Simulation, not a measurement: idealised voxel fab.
process module | voxel capacitor over wiring
cross-section cut | 255 nm wide | cells 5 nm
A cross-section is a grid of square cells, given in bands from the top down. A band is one or more rows of cells.
Each band's line starts with the height of the band's top and of its bottom, in nm. Then come its materials from left to right, each with its width in nm. One material with "throughout" fills the band from edge to edge. "air" is empty space.
Height 0 is the level under which the wafer as received is all one material. The lowest band goes on downwards, as in "0 down".
A width such as "30 to 40" changes by the same amount from each row of cells to the next, from the band's top row to its bottom row.
"no change" after a step means that no cell of the cross-section changed.
closed voids: empty space of 8 cells or more with no open way to the top, each as width x height at its distance from the left edge, in nm
after a step's settings: what the simulator itself notes on the step
overlay nm, on a step with a mask: how far to the right of its planned place the mask lay; to the left if negative
plan
1 op RECEIVE | material Si
2 op CONFORMAL_DEP | material SiO2 | thk nm 15
3 op DIRECTIONAL_DEP | material TiN | thk nm 5
4 op DIRECTIONAL_DEP | material W | thk nm 15
5 op MASKED_ETCH | tone cover | mask id METAL_1 | width nm 25 | pitch nm 85 | etch materials W | depth nm 15 | overlay nm 0
6 op MASKED_ETCH | tone cover | mask id METAL_1 | width nm 25 | pitch nm 85 | etch materials TiN | depth nm 5 | overlay nm 0
7 op CONFORMAL_DEP | material SiCN | thk nm 5
8 op FILL_DEP | material lowk | thk nm 10
9 op CMP | height nm 35
10 op CONFORMAL_DEP | material SiCN | thk nm 5
11 op DIRECTIONAL_DEP | material lowk | thk nm 10
12 op DIRECTIONAL_DEP | material aC | thk nm 15
13 op PATTERN | tone open | mask id PLUG_1 | material resist | width nm 15 | thk nm 30 | overlay nm 0
14 op DIRECTIONAL_ETCH | etch materials aC | depth nm 15
15 op STRIP | etch materials resist
16 op DIRECTIONAL_ETCH | etch materials lowk | depth nm 10
17 op DIRECTIONAL_ETCH | etch materials SiCN | depth nm 5
18 op STRIP | etch materials aC
19 op CONFORMAL_DEP | material TiN | thk nm 5
20 op FILL_DEP | material Cu | thk nm 5
21 op CMP | height nm 50
22 op DIRECTIONAL_DEP | material TiN | thk nm 5
23 op DIRECTIONAL_DEP | material HfO2 | thk nm 5
24 op DIRECTIONAL_DEP | material TiN | thk nm 10
25 op DIRECTIONAL_DEP | material aC | thk nm 15
26 op PATTERN | tone cover | mask id UPPER_PLATE | material resist | width nm 65 | thk nm 35 | overlay nm 0
27 op DIRECTIONAL_ETCH | etch materials aC | depth nm 15
28 op STRIP | etch materials resist
29 op DIRECTIONAL_ETCH | etch materials TiN | depth nm 10
30 op DIRECTIONAL_ETCH | etch materials HfO2 | depth nm 5
31 op STRIP | etch materials aC
32 op DIRECTIONAL_DEP | material aC | thk nm 15
33 op PATTERN | tone cover | mask id LOWER_PLATE | material resist | width nm 75 | thk nm 30 | overlay nm 0
34 op DIRECTIONAL_ETCH | etch materials aC | depth nm 15
35 op STRIP | etch materials resist
36 op DIRECTIONAL_ETCH | etch materials TiN | depth nm 5
37 op STRIP | etch materials aC
38 op FILL_DEP | material SiO2 | thk nm 20
39 op CMP | height nm 85
40 op PATTERN | tone open | mask id PLUG_2 | material resist | width nm 15 | thk nm 15 | overlay nm 0
41 op DIRECTIONAL_ETCH | etch materials SiO2 | depth nm 15
42 op STRIP | etch materials resist
43 op CONFORMAL_DEP | material TiN | thk nm 5
44 op FILL_DEP | material Cu | thk nm 5
45 op CMP | height nm 85
46 op CONFORMAL_DEP | material SiCN | thk nm 5
first wafer, as planned
as received, after step 1
  0 down: Si throughout
  closed voids: none
after step 2
  15 to 0: SiO2 throughout
  below 0: unchanged
after step 3
  20 to 15: TiN throughout
  below 15: unchanged
after step 4
  35 to 20: W throughout
  below 20: unchanged
after step 5
  35 to 20: air 70 | W 25 | air 60 | W 25 | air 75
  below 20: unchanged
after step 6
  35 to 20: air 70 | W 25 | air 60 | W 25 | air 75
  20 to 15: air 70 | TiN 25 | air 60 | TiN 25 | air 75
  below 15: unchanged
after step 7
  40 to 35: air 65 | SiCN 35 | air 50 | SiCN 35 | air 70
  35 to 20: air 65 | SiCN 5 | W 25 | SiCN 5 | air 50 | SiCN 5 | W 25 | SiCN 5 | air 70
  20 to 15: SiCN 70 | TiN 25 | SiCN 60 | TiN 25 | SiCN 75
  below 15: unchanged
after step 8
  50 to 40: lowk throughout
  40 to 35: lowk 65 | SiCN 35 | lowk 50 | SiCN 35 | lowk 70
  35 to 20: lowk 65 | SiCN 5 | W 25 | SiCN 5 | lowk 50 | SiCN 5 | W 25 | SiCN 5 | lowk 70
  below 20: unchanged
after step 9
  35 to 20: lowk 65 | SiCN 5 | W 25 | SiCN 5 | lowk 50 | SiCN 5 | W 25 | SiCN 5 | lowk 70
  below 20: unchanged
after step 10
  40 to 35: SiCN throughout
  below 35: unchanged
after step 11
  50 to 40: lowk throughout
  below 40: unchanged
after step 12
  65 to 50: aC throughout
  below 50: unchanged
after step 13
  95 to 65: resist 80 | air 15 | resist 160
  below 65: unchanged
after step 14
  80 to 65: resist 80 | air 15 | resist 160
  65 to 50: aC 80 | air 15 | aC 160
  below 50: unchanged
after step 15
  65 to 50: aC 80 | air 15 | aC 160
  below 50: unchanged
after step 16
  65 to 50: aC 80 | air 15 | aC 160
  50 to 40: lowk 80 | air 15 | lowk 160
  below 40: unchanged
after step 17
  65 to 50: aC 80 | air 15 | aC 160
  50 to 40: lowk 80 | air 15 | lowk 160
  40 to 35: SiCN 80 | air 15 | SiCN 160
  below 35: unchanged
after step 18
  50 to 40: lowk 80 | air 15 | lowk 160
  below 40: unchanged
after step 19
  55 to 50: TiN 85 | air 5 | TiN 165
  50 to 40: lowk 80 | TiN 5 | air 5 | TiN 5 | lowk 160
  40 to 35: SiCN 80 | TiN 15 | SiCN 160
  below 35: unchanged
after step 20
  60 to 55: Cu throughout
  55 to 50: TiN 85 | Cu 5 | TiN 165
  50 to 40: lowk 80 | TiN 5 | Cu 5 | TiN 5 | lowk 160
  below 40: unchanged
after step 21
  50 to 40: lowk 80 | TiN 5 | Cu 5 | TiN 5 | lowk 160
  below 40: unchanged
after step 22
  55 to 50: TiN throughout
  below 50: unchanged
after step 23
  60 to 55: HfO2 throughout
  below 55: unchanged
after step 24
  70 to 60: TiN throughout
  below 60: unchanged
after step 25
  85 to 70: aC throughout
  below 70: unchanged
after step 26
  120 to 85: air 80 | resist 65 | air 110
  below 85: unchanged
after step 27
  105 to 85: air 80 | resist 65 | air 110
  85 to 70: air 80 | aC 65 | air 110
  below 70: unchanged
after step 28
  85 to 70: air 80 | aC 65 | air 110
  below 70: unchanged
after step 29
  85 to 70: air 80 | aC 65 | air 110
  70 to 60: air 80 | TiN 65 | air 110
  below 60: unchanged
after step 30
  85 to 70: air 80 | aC 65 | air 110
  70 to 60: air 80 | TiN 65 | air 110
  60 to 55: air 80 | HfO2 65 | air 110
  below 55: unchanged
after step 31
  70 to 60: air 80 | TiN 65 | air 110
  below 60: unchanged
after step 32
  85 to 70: air 80 | aC 65 | air 110
  70 to 60: aC 80 | TiN 65 | aC 110
  60 to 55: aC 80 | HfO2 65 | aC 110
  below 55: unchanged
after step 33
  115 to 85: air 75 | resist 75 | air 105
  85 to 70: air 75 | resist 5 | aC 65 | resist 5 | air 105
  below 70: unchanged
after step 34
  100 to 85: air 75 | resist 75 | air 105
  85 to 70: air 75 | resist 5 | aC 65 | resist 5 | air 105
  70 to 60: air 75 | aC 5 | TiN 65 | aC 5 | air 105
  60 to 55: air 75 | aC 5 | HfO2 65 | aC 5 | air 105
  below 55: unchanged
after step 35
  85 to 70: air 80 | aC 65 | air 110
  below 70: unchanged
after step 36
  85 to 70: air 80 | aC 65 | air 110
  70 to 60: air 75 | aC 5 | TiN 65 | aC 5 | air 105
  60 to 55: air 75 | aC 5 | HfO2 65 | aC 5 | air 105
  55 to 50: air 75 | TiN 75 | air 105
  below 50: unchanged
after step 37
  70 to 60: air 80 | TiN 65 | air 110
  60 to 55: air 80 | HfO2 65 | air 110
  below 55: unchanged
after step 38
  90 to 70: SiO2 throughout
  70 to 60: SiO2 80 | TiN 65 | SiO2 110
  60 to 55: SiO2 80 | HfO2 65 | SiO2 110
  55 to 50: SiO2 75 | TiN 75 | SiO2 105
  below 50: unchanged
after step 39
  85 to 70: SiO2 throughout
  below 70: unchanged
after step 40
  100 to 85: resist 90 | air 15 | resist 150
  below 85: unchanged
after step 41
  100 to 85: resist 90 | air 15 | resist 150
  85 to 70: SiO2 90 | air 15 | SiO2 150
  below 70: unchanged
after step 42
  85 to 70: SiO2 90 | air 15 | SiO2 150
  below 70: unchanged
after step 43
  90 to 85: TiN 95 | air 5 | TiN 155
  85 to 75: SiO2 90 | TiN 5 | air 5 | TiN 5 | SiO2 150
  75 to 70: SiO2 90 | TiN 15 | SiO2 150
  below 70: unchanged
after step 44
  95 to 90: Cu throughout
  90 to 85: TiN 95 | Cu 5 | TiN 155
  85 to 75: SiO2 90 | TiN 5 | Cu 5 | TiN 5 | SiO2 150
  below 75: unchanged
after step 45
  85 to 75: SiO2 90 | TiN 5 | Cu 5 | TiN 5 | SiO2 150
  below 75: unchanged
after step 46
  90 to 85: SiCN throughout
  below 85: unchanged
second wafer: like start, like plan, one mistake. Through step 21 it matches the first wafer
when step 22 should have ended
  55 to 50: SiCN throughout
  below 50: unchanged
when step 23 should have ended
  60 to 55: HfO2 throughout
  below 55: unchanged
when step 24 should have ended
  70 to 60: TiN throughout
  below 60: unchanged
when step 25 should have ended
  85 to 70: aC throughout
  below 70: unchanged
when step 26 should have ended
  120 to 85: air 80 | resist 65 | air 110
  below 85: unchanged
when step 27 should have ended
  105 to 85: air 80 | resist 65 | air 110
  85 to 70: air 80 | aC 65 | air 110
  below 70: unchanged
when step 28 should have ended
  85 to 70: air 80 | aC 65 | air 110
  below 70: unchanged
when step 29 should have ended
  85 to 70: air 80 | aC 65 | air 110
  70 to 60: air 80 | TiN 65 | air 110
  below 60: unchanged
when step 30 should have ended
  85 to 70: air 80 | aC 65 | air 110
  70 to 60: air 80 | TiN 65 | air 110
  60 to 55: air 80 | HfO2 65 | air 110
  below 55: unchanged
when step 31 should have ended
  70 to 60: air 80 | TiN 65 | air 110
  below 60: unchanged
when step 32 should have ended
  85 to 70: air 80 | aC 65 | air 110
  70 to 60: aC 80 | TiN 65 | aC 110
  60 to 55: aC 80 | HfO2 65 | aC 110
  below 55: unchanged
when step 33 should have ended
  115 to 85: air 75 | resist 75 | air 105
  85 to 70: air 75 | resist 5 | aC 65 | resist 5 | air 105
  below 70: unchanged
when step 34 should have ended
  100 to 85: air 75 | resist 75 | air 105
  85 to 70: air 75 | resist 5 | aC 65 | resist 5 | air 105
  70 to 60: air 75 | aC 5 | TiN 65 | aC 5 | air 105
  60 to 55: air 75 | aC 5 | HfO2 65 | aC 5 | air 105
  below 55: unchanged
when step 35 should have ended
  85 to 70: air 80 | aC 65 | air 110
  below 70: unchanged
when step 36 should have ended: no change
when step 37 should have ended
  70 to 60: air 80 | TiN 65 | air 110
  60 to 55: air 80 | HfO2 65 | air 110
  below 55: unchanged
when step 38 should have ended
  90 to 70: SiO2 throughout
  70 to 60: SiO2 80 | TiN 65 | SiO2 110
  60 to 55: SiO2 80 | HfO2 65 | SiO2 110
  below 55: unchanged
when step 39 should have ended
  85 to 70: SiO2 throughout
  below 70: unchanged
when step 40 should have ended
  100 to 85: resist 90 | air 15 | resist 150
  below 85: unchanged
when step 41 should have ended
  100 to 85: resist 90 | air 15 | resist 150
  85 to 70: SiO2 90 | air 15 | SiO2 150
  below 70: unchanged
when step 42 should have ended
  85 to 70: SiO2 90 | air 15 | SiO2 150
  below 70: unchanged
when step 43 should have ended
  90 to 85: TiN 95 | air 5 | TiN 155
  85 to 75: SiO2 90 | TiN 5 | air 5 | TiN 5 | SiO2 150
  75 to 70: SiO2 90 | TiN 15 | SiO2 150
  below 70: unchanged
when step 44 should have ended
  95 to 90: Cu throughout
  90 to 85: TiN 95 | Cu 5 | TiN 155
  85 to 75: SiO2 90 | TiN 5 | Cu 5 | TiN 5 | SiO2 150
  below 75: unchanged
when step 45 should have ended
  85 to 75: SiO2 90 | TiN 5 | Cu 5 | TiN 5 | SiO2 150
  below 75: unchanged
when step 46 should have ended
  90 to 85: SiCN throughout
  below 85: unchanged
what went wrong: step 22 ran as: op DIRECTIONAL_DEP | material SiCN | thk nm 5
at the end the second wafer has, in cells: 51 more of SiCN | 36 fewer of SiO2 | 15 fewer of TiN
